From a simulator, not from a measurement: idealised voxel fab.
The name of this process module is voxel quadruple lines.
Cross-section cut spans 195 nm and uses square cells 5 nm in size.
A cross-section is written here as square cells arranged in a grid, and it is given in bands from the top down, each band taking up one or more rows of cells. Quick guide to a band line: top height, bottom height (nm) up front; then every material left to right with its width in nm. Only one material and it's marked "throughout"? Then it fills the band edge to edge. And "air" just means empty space. It should be noted that heights are counted from 0, beneath which the wafer as supplied is of one material throughout, and that the lowest band possesses no lower boundary but continues downward, as written in "from 0 down". Top row gets the first number, bottom row gets the second, and each row in between changes by the same step: that is how a band width like "30 to 40" works. "no alterations made" (step): cross-section cells unchanged, all of them. What "Closed cavity list" gives you is every empty space of 8 cells or more that is cut off from the top. Each appears as width x height at distance, with the distance taken from the left edge and width, height and distance all in nm. If you see something after the settings on a step's line, that's the simulator's own remark about that step. The line of a step may include "overlay nm". On a step with a mask, this value is how far to the right of its planned place the mask lay. A negative value means the mask lay to the left.
-- plan
1. RECEIVE | material Si
2. CONFORMAL_DEP | material Al2O3 | thk nm 5
3. DIRECTIONAL_DEP | material W | thk nm 10
4. DIRECTIONAL_DEP | material polySi | thk nm 15
5. DIRECTIONAL_DEP | material aC | thk nm 25
6. PATTERN | tone cover | mask id MANDREL | material resist | width nm 25 | thk nm 35 | overlay nm 0
7. DIRECTIONAL_ETCH | etch materials aC | depth nm 25
8. STRIP | etch materials resist
9. CONFORMAL_DEP | material SiO2 | thk nm 15
10. DIRECTIONAL_ETCH | etch materials SiO2 | depth nm 15
11. STRIP | etch materials aC
12. DIRECTIONAL_ETCH | etch materials polySi | depth nm 15
13. STRIP | etch materials SiO2
14. CONFORMAL_DEP | material SiCN | thk nm 5
15. DIRECTIONAL_ETCH | etch materials SiCN | depth nm 5
16. STRIP | etch materials polySi
17. DIRECTIONAL_ETCH | etch materials W | depth nm 10
18. STRIP | etch materials SiCN
19. FILL_DEP | material SiO2 | thk nm 5
20. CMP | height nm 15
-- So this is the incoming wafer in cross-section - it's already been through step 1
    from 0 down = Si throughout
    Closed cavity list: none
-- Wafer cross-section at end of module: start and plan as shown above, one execution error
    from 15 to 5 = SiO2 70 nm; W 5 nm; SiO2 15 nm; W 5 nm; SiO2 5 nm; W 5 nm; SiO2 15 nm; W 5 nm; SiO2 70 nm
    from 5 to 0 = Al2O3 throughout
    from 0 down = Si throughout
    Closed cavity list: none
Deviation from plan: step 6 did not happen as planned, as run it was PATTERN | tone cover | mask id MANDREL | material resist | width nm 15 | thk nm 35 | overlay nm 0
